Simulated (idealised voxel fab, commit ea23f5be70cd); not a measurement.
Process module in this document: voxel wiring stack
For reference, the cross-section in this document is cut, with width 205 nm and square cells of 5 nm.
In what follows, cross-sections appear as grids of square cells, described through bands that run from the top down, where every band is one or more rows of cells.
Band: top and bottom heights (nm) first, top before bottom; then materials from left to right, widths in nm. "edge to edge" marks a sole material filling the band edge to edge. "air" denotes empty space.
Heights are expressed relative to 0, this being the level below which the as-received wafer comprises one material exclusively. The lowest band is unbounded in the downward direction and is denoted as in "0 -> down".
Width spec "30->40" -> top row of cells at first value, bottom row at second value, equal per-row change in between.
"remains unaltered" -> step changed no cross-section cell.
Any empty space of 8 cells or more lacking an open way to the top shows up in "Fully sealed cavities" as width x height at distance, distance from the left edge, in nm.
On each step's line, the part that comes after the settings is the simulator's own comment on the step.
Steps that use a mask can have "overlay nm" on their line. It says how far the mask sat to the right of where it was meant to be. Negative means to the left.
-- The steps planned for the process are as follows
- 1: RECEIVE with material Si
- 2: CONFORMAL_DEP with material SiO2, thk nm 10
- 3: CONFORMAL_DEP with material SiCN, thk nm 5
- 4: DIRECTIONAL_DEP with material lowk, thk nm 25
- 5: DIRECTIONAL_DEP with material aC, thk nm 15
- 6: PATTERN with tone open, mask id METAL_1, material resist, width nm 20, pitch nm 45, thk nm 35, overlay nm 0
- 7: DIRECTIONAL_ETCH with etch materials aC, depth nm 15
- 8: STRIP with etch materials resist
- 9: DIRECTIONAL_ETCH with etch materials lowk, depth nm 25
- 10: DIRECTIONAL_ETCH with etch materials SiCN, depth nm 5
- 11: STRIP with etch materials aC
- 12: CONFORMAL_DEP with material TiN, thk nm 5
- 13: FILL_DEP with material Ru, thk nm 5
- 14: CMP with height nm 40
- 15: CONFORMAL_DEP with material SiCN, thk nm 5
- 16: DIRECTIONAL_DEP with material lowk, thk nm 15
- 17: DIRECTIONAL_DEP with material aC, thk nm 10
- 18: PATTERN with tone open, mask id PLUG_1, material resist, width nm 15, thk nm 25, overlay nm 0
- 19: DIRECTIONAL_ETCH with etch materials aC, depth nm 10
- 20: STRIP with etch materials resist
- 21: DIRECTIONAL_ETCH with etch materials lowk, depth nm 15
- 22: DIRECTIONAL_ETCH with etch materials SiCN, depth nm 5
- 23: STRIP with etch materials aC
- 24: CONFORMAL_DEP with material TiN, thk nm 5
- 25: FILL_DEP with material Ru, thk nm 10
- 26: CMP with height nm 60
- 27: DIRECTIONAL_DEP with material TiN, thk nm 5
- 28: DIRECTIONAL_DEP with material Ru, thk nm 20
- 29: DIRECTIONAL_DEP with material aC, thk nm 10
- 30: PATTERN with tone cover, mask id METAL_2, material resist, width nm 20, pitch nm 45, thk nm 25, overlay nm 0
- 31: DIRECTIONAL_ETCH with etch materials aC, depth nm 10
- 32: STRIP with etch materials resist
- 33: DIRECTIONAL_ETCH with etch materials Ru, depth nm 20
- 34: DIRECTIONAL_ETCH with etch materials TiN, depth nm 5
- 35: STRIP with etch materials aC
- 36: CONFORMAL_DEP with material SiCN, thk nm 5
- 37: FILL_DEP with material lowk, thk nm 5
- 38: CMP with height nm 85
- 39: CONFORMAL_DEP with material SiCN, thk nm 5
- 40: DIRECTIONAL_DEP with material lowk, thk nm 10
- 41: PATTERN with tone open, mask id PLUG_2, material resist, width nm 15, pitch nm 45, thk nm 15, overlay nm 0
- 42: DIRECTIONAL_ETCH with etch materials lowk, depth nm 10
- 43: DIRECTIONAL_ETCH with etch materials SiCN, depth nm 5
- 44: STRIP with etch materials resist
- 45: CONFORMAL_DEP with material TiN, thk nm 5
- 46: FILL_DEP with material Cu, thk nm 5
- 47: CMP with height nm 100
- 48: DIRECTIONAL_DEP with material TiN, thk nm 5
- 49: DIRECTIONAL_DEP with material Ru, thk nm 15
- 50: DIRECTIONAL_DEP with material aC, thk nm 15
- 51: PATTERN with tone cover, mask id METAL_3, material resist, width nm 20, pitch nm 45, thk nm 30, overlay nm 0
- 52: DIRECTIONAL_ETCH with etch materials aC, depth nm 15
- 53: STRIP with etch materials resist
- 54: DIRECTIONAL_ETCH with etch materials Ru, depth nm 15
- 55: DIRECTIONAL_ETCH with etch materials TiN, depth nm 5
- 56: STRIP with etch materials aC
- 57: FILL_DEP with material lowk, thk nm 5
- 58: CMP with height nm 120
- 59: CONFORMAL_DEP with material SiN, thk nm 5
-- As-received state of the wafer in cross-section, equivalent to post-step 1
  0 -> down: Si edge to edge
  Fully sealed cavities: none
-- Cross-section: first of two wafers, module finished, run according to plan
  125 -> 120: SiN edge to edge
  120 -> 105: lowk 70; Ru 20; lowk 25; Ru 20; lowk 70
  105 -> 100: lowk 70; TiN 20; lowk 25; TiN 20; lowk 70
  100 -> 90: lowk 70; TiN 5; Cu 5; TiN 5; lowk 30; TiN 5; Cu 5; TiN 5; lowk 75
  90 -> 85: SiCN 70; TiN 15; SiCN 30; TiN 15; SiCN 75
  85 -> 65: lowk 65; SiCN 5; Ru 20; SiCN 5; lowk 15; SiCN 5; Ru 20; SiCN 5; lowk 65
  65 -> 60: SiCN 70; TiN 20; SiCN 25; TiN 20; SiCN 70
  60 -> 45: lowk 70; TiN 5; Ru 5; TiN 5; lowk 120
  45 -> 40: SiCN 70; TiN 15; SiCN 120
  40 -> 15: lowk 70; TiN 5; Ru 10; TiN 5; lowk 25; TiN 5; Ru 10; TiN 5; lowk 70
  15 -> 10: SiCN 70; TiN 20; SiCN 25; TiN 20; SiCN 70
  10 -> 0: SiO2 edge to edge
  0 -> down: Si edge to edge
  Fully sealed cavities: none
-- Second of two wafers, module complete, sectioned: it shares the first wafer's start and plan but was run with one mistake
  125 -> 120: SiN edge to edge
  120 -> 105: lowk 70; Ru 20; lowk 25; Ru 20; lowk 70
  105 -> 100: lowk 70; TiN 20; lowk 25; TiN 20; lowk 70
  100 -> 90: lowk 70; TiN 5; Cu 5; TiN 5; lowk 30; TiN 5; Cu 5; TiN 5; lowk 75
  90 -> 85: SiCN 70; TiN 15; SiCN 30; TiN 15; SiCN 75
  85 -> 65: Ru 70; SiCN 5; lowk 10; SiCN 5; Ru 25; SiCN 5; lowk 10; SiCN 5; Ru 70
  65 -> 60: TiN 70; SiCN 20; TiN 25; SiCN 20; TiN 70
  60 -> 45: lowk 70; TiN 5; Ru 5; TiN 5; lowk 120
  45 -> 40: SiCN 70; TiN 15; SiCN 120
  40 -> 15: lowk 70; TiN 5; Ru 10; TiN 5; lowk 25; TiN 5; Ru 10; TiN 5; lowk 70
  15 -> 10: SiCN 70; TiN 20; SiCN 25; TiN 20; SiCN 70
  10 -> 0: SiO2 edge to edge
  0 -> down: Si edge to edge
  Fully sealed cavities: none
So what did we get wrong on this run? step 30, actual vs plan mismatch, actual run PATTERN with tone open, mask id METAL_2, material resist, width nm 20, pitch nm 45, thk nm 25, overlay nm 0
The final cell counts differ between the wafers, with the second having more or fewer of some materials than the first: Ru +100 | SiCN -25 | TiN +25 | lowk -100
